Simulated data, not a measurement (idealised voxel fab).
process module | voxel capacitor over wiring
cross-section cut | 240 nm wide | cells 5 nm
A cross-section is a grid of square cells, given in bands from the top down. A band is one or more rows of cells.
Each band's line starts with the height of the band's top and of its bottom, in nm. Then come its materials from left to right, each with its width in nm. One material with "throughout" fills the band from edge to edge. "air" is empty space.
Height 0 is the level under which the wafer as received is all one material. The lowest band goes on downwards, as in "0 down".
A width such as "30 to 40" changes by the same amount from each row of cells to the next, from the band's top row to its bottom row.
"no change" after a step means that no cell of the cross-section changed.
closed voids: empty space of 8 cells or more with no open way to the top, each as width x height at its distance from the left edge, in nm
after a step's settings: what the simulator itself notes on the step
overlay nm, on a step with a mask: how far to the right of its planned place the mask lay; to the left if negative
plan
1 op RECEIVE | material Si
2 op CONFORMAL_DEP | material SiO2 | thk nm 15
3 op DIRECTIONAL_DEP | material TiN | thk nm 5
4 op DIRECTIONAL_DEP | material W | thk nm 25
5 op MASKED_ETCH | tone cover | mask id METAL_1 | width nm 20 | pitch nm 80 | etch materials W | depth nm 25 | overlay nm 0
6 op MASKED_ETCH | tone cover | mask id METAL_1 | width nm 20 | pitch nm 80 | etch materials TiN | depth nm 5 | overlay nm 0
7 op CONFORMAL_DEP | material SiN | thk nm 5
8 op FILL_DEP | material lowk | thk nm 10
9 op CMP | height nm 45
10 op CONFORMAL_DEP | material SiCN | thk nm 5
11 op DIRECTIONAL_DEP | material SiO2 | thk nm 10
12 op MASKED_ETCH | tone open | mask id PLUG_1 | width nm 15 | etch materials SiO2 | depth nm 10 | overlay nm 0
13 op MASKED_ETCH | tone open | mask id PLUG_1 | width nm 15 | etch materials SiCN | depth nm 5 | overlay nm 0
14 op EPI | material Ru | thk nm 10
15 op EPI | material Ru | thk nm 5
16 op DIRECTIONAL_DEP | material TiN | thk nm 5
17 op DIRECTIONAL_DEP | material Al2O3 | thk nm 5
18 op DIRECTIONAL_DEP | material TiN | thk nm 10
19 op PATTERN | tone cover | mask id UPPER_PLATE | material resist | width nm 65 | thk nm 20 | overlay nm 0
20 op DIRECTIONAL_ETCH | etch materials TiN | depth nm 10
21 op DIRECTIONAL_ETCH | etch materials Al2O3 | depth nm 5
22 op STRIP | etch materials resist
23 op PATTERN | tone cover | mask id LOWER_PLATE | material resist | width nm 75 | thk nm 15 | overlay nm 0
24 op DIRECTIONAL_ETCH | etch materials TiN | depth nm 5
25 op STRIP | etch materials resist
26 op FILL_DEP | material SiO2 | thk nm 15
27 op CMP | height nm 90
28 op PATTERN | tone open | mask id PLUG_2 | material resist | width nm 15 | thk nm 20 | overlay nm 0
29 op DIRECTIONAL_ETCH | etch materials SiO2 | depth nm 10
30 op STRIP | etch materials resist
31 op CONFORMAL_DEP | material TiN | thk nm 5
32 op FILL_DEP | material Cu | thk nm 10
33 op CMP | height nm 90
34 op CONFORMAL_DEP | material SiN | thk nm 5
first wafer, as planned
as received, after step 1
  0 down: Si throughout
  closed voids: none
after step 2
  15 to 0: SiO2 throughout
  below 0: unchanged
after step 3
  20 to 15: TiN throughout
  below 15: unchanged
after step 4
  45 to 20: W throughout
  below 20: unchanged
after step 5
  45 to 20: air 70 | W 20 | air 60 | W 20 | air 70
  below 20: unchanged
after step 6
  45 to 20: air 70 | W 20 | air 60 | W 20 | air 70
  20 to 15: air 70 | TiN 20 | air 60 | TiN 20 | air 70
  below 15: unchanged
after step 7
  50 to 45: air 65 | SiN 30 | air 50 | SiN 30 | air 65
  45 to 20: air 65 | SiN 5 | W 20 | SiN 5 | air 50 | SiN 5 | W 20 | SiN 5 | air 65
  20 to 15: SiN 70 | TiN 20 | SiN 60 | TiN 20 | SiN 70
  below 15: unchanged
after step 8
  60 to 50: lowk throughout
  50 to 45: lowk 65 | SiN 30 | lowk 50 | SiN 30 | lowk 65
  45 to 20: lowk 65 | SiN 5 | W 20 | SiN 5 | lowk 50 | SiN 5 | W 20 | SiN 5 | lowk 65
  below 20: unchanged
after step 9
  45 to 20: lowk 65 | SiN 5 | W 20 | SiN 5 | lowk 50 | SiN 5 | W 20 | SiN 5 | lowk 65
  below 20: unchanged
after step 10
  50 to 45: SiCN throughout
  below 45: unchanged
after step 11
  60 to 50: SiO2 throughout
  below 50: unchanged
after step 12
  60 to 50: SiO2 75 | air 15 | SiO2 150
  below 50: unchanged
after step 13
  60 to 50: SiO2 75 | air 15 | SiO2 150
  50 to 45: SiCN 75 | air 15 | SiCN 150
  below 45: unchanged
after step 14
  60 to 55: SiO2 75 | air 15 | SiO2 150
  55 to 50: SiO2 75 | Ru 15 | SiO2 150
  50 to 45: SiCN 75 | Ru 15 | SiCN 150
  below 45: unchanged
after step 15
  60 to 50: SiO2 75 | Ru 15 | SiO2 150
  below 50: unchanged
after step 16
  65 to 60: TiN throughout
  below 60: unchanged
after step 17
  70 to 65: Al2O3 throughout
  below 65: unchanged
after step 18
  80 to 70: TiN throughout
  below 70: unchanged
after step 19
  100 to 80: air 75 | resist 65 | air 100
  below 80: unchanged
after step 20
  100 to 80: air 75 | resist 65 | air 100
  80 to 70: air 75 | TiN 65 | air 100
  below 70: unchanged
after step 21
  100 to 80: air 75 | resist 65 | air 100
  80 to 70: air 75 | TiN 65 | air 100
  70 to 65: air 75 | Al2O3 65 | air 100
  below 65: unchanged
after step 22
  80 to 70: air 75 | TiN 65 | air 100
  below 70: unchanged
after step 23
  95 to 80: air 70 | resist 75 | air 95
  80 to 70: air 70 | resist 5 | TiN 65 | resist 5 | air 95
  70 to 65: air 70 | resist 5 | Al2O3 65 | resist 5 | air 95
  below 65: unchanged
after step 24
  95 to 80: air 70 | resist 75 | air 95
  80 to 70: air 70 | resist 5 | TiN 65 | resist 5 | air 95
  70 to 65: air 70 | resist 5 | Al2O3 65 | resist 5 | air 95
  65 to 60: air 70 | TiN 75 | air 95
  below 60: unchanged
after step 25
  80 to 70: air 75 | TiN 65 | air 100
  70 to 65: air 75 | Al2O3 65 | air 100
  below 65: unchanged
after step 26
  95 to 80: SiO2 throughout
  80 to 70: SiO2 75 | TiN 65 | SiO2 100
  70 to 65: SiO2 75 | Al2O3 65 | SiO2 100
  65 to 60: SiO2 70 | TiN 75 | SiO2 95
  below 60: unchanged
after step 27
  90 to 80: SiO2 throughout
  below 80: unchanged
after step 28
  110 to 90: resist 85 | air 15 | resist 140
  below 90: unchanged
after step 29
  110 to 90: resist 85 | air 15 | resist 140
  90 to 80: SiO2 85 | air 15 | SiO2 140
  below 80: unchanged
after step 30
  90 to 80: SiO2 85 | air 15 | SiO2 140
  below 80: unchanged
after step 31
  95 to 90: TiN 90 | air 5 | TiN 145
  90 to 85: SiO2 85 | TiN 5 | air 5 | TiN 5 | SiO2 140
  85 to 80: SiO2 85 | TiN 15 | SiO2 140
  below 80: unchanged
after step 32
  105 to 95: Cu throughout
  95 to 90: TiN 90 | Cu 5 | TiN 145
  90 to 85: SiO2 85 | TiN 5 | Cu 5 | TiN 5 | SiO2 140
  below 85: unchanged
after step 33
  90 to 85: SiO2 85 | TiN 5 | Cu 5 | TiN 5 | SiO2 140
  below 85: unchanged
after step 34
  95 to 90: SiN throughout
  below 90: unchanged
second wafer: like start, like plan, one mistake. Through step 10 it matches the first wafer
when step 11 should have ended
  60 to 50: TiN throughout
  below 50: unchanged
when step 12 should have ended: no change
when step 13 should have ended: no change
when step 14 should have ended
  70 to 60: Ru throughout
  below 60: unchanged
when step 15 should have ended
  75 to 60: Ru throughout
  below 60: unchanged
when step 16 should have ended
  80 to 75: TiN throughout
  below 75: unchanged
when step 17 should have ended
  85 to 80: Al2O3 throughout
  below 80: unchanged
when step 18 should have ended
  95 to 85: TiN throughout
  below 85: unchanged
when step 19 should have ended
  115 to 95: air 75 | resist 65 | air 100
  below 95: unchanged
when step 20 should have ended
  115 to 95: air 75 | resist 65 | air 100
  95 to 85: air 75 | TiN 65 | air 100
  below 85: unchanged
when step 21 should have ended
  115 to 95: air 75 | resist 65 | air 100
  95 to 85: air 75 | TiN 65 | air 100
  85 to 80: air 75 | Al2O3 65 | air 100
  below 80: unchanged
when step 22 should have ended
  95 to 85: air 75 | TiN 65 | air 100
  below 85: unchanged
when step 23 should have ended
  110 to 95: air 70 | resist 75 | air 95
  95 to 85: air 70 | resist 5 | TiN 65 | resist 5 | air 95
  85 to 80: air 70 | resist 5 | Al2O3 65 | resist 5 | air 95
  below 80: unchanged
when step 24 should have ended
  110 to 95: air 70 | resist 75 | air 95
  95 to 85: air 70 | resist 5 | TiN 65 | resist 5 | air 95
  85 to 80: air 70 | resist 5 | Al2O3 65 | resist 5 | air 95
  80 to 75: air 70 | TiN 75 | air 95
  below 75: unchanged
when step 25 should have ended
  95 to 85: air 75 | TiN 65 | air 100
  85 to 80: air 75 | Al2O3 65 | air 100
  below 80: unchanged
when step 26 should have ended
  110 to 95: SiO2 throughout
  95 to 85: SiO2 75 | TiN 65 | SiO2 100
  85 to 80: SiO2 75 | Al2O3 65 | SiO2 100
  80 to 75: SiO2 70 | TiN 75 | SiO2 95
  below 75: unchanged
when step 27 should have ended
  90 to 85: SiO2 75 | TiN 65 | SiO2 100
  below 85: unchanged
when step 28 should have ended
  110 to 90: resist 85 | air 15 | resist 140
  below 90: unchanged
when step 29 should have ended: no change
when step 30 should have ended
  90 to 85: SiO2 75 | TiN 65 | SiO2 100
  below 85: unchanged
when step 31 should have ended
  95 to 90: TiN throughout
  below 90: unchanged
when step 32 should have ended
  105 to 95: Cu throughout
  below 95: unchanged
when step 33 should have ended
  90 to 85: SiO2 75 | TiN 65 | SiO2 100
  below 85: unchanged
when step 34 should have ended
  95 to 90: SiN throughout
  below 90: unchanged
what went wrong: step 11 ran as: op DIRECTIONAL_DEP | material TiN | thk nm 10
at the end the second wafer has, in cells: 1 fewer of Cu | 135 more of Ru | 3 more of SiCN | 215 fewer of SiO2 | 78 more of TiN
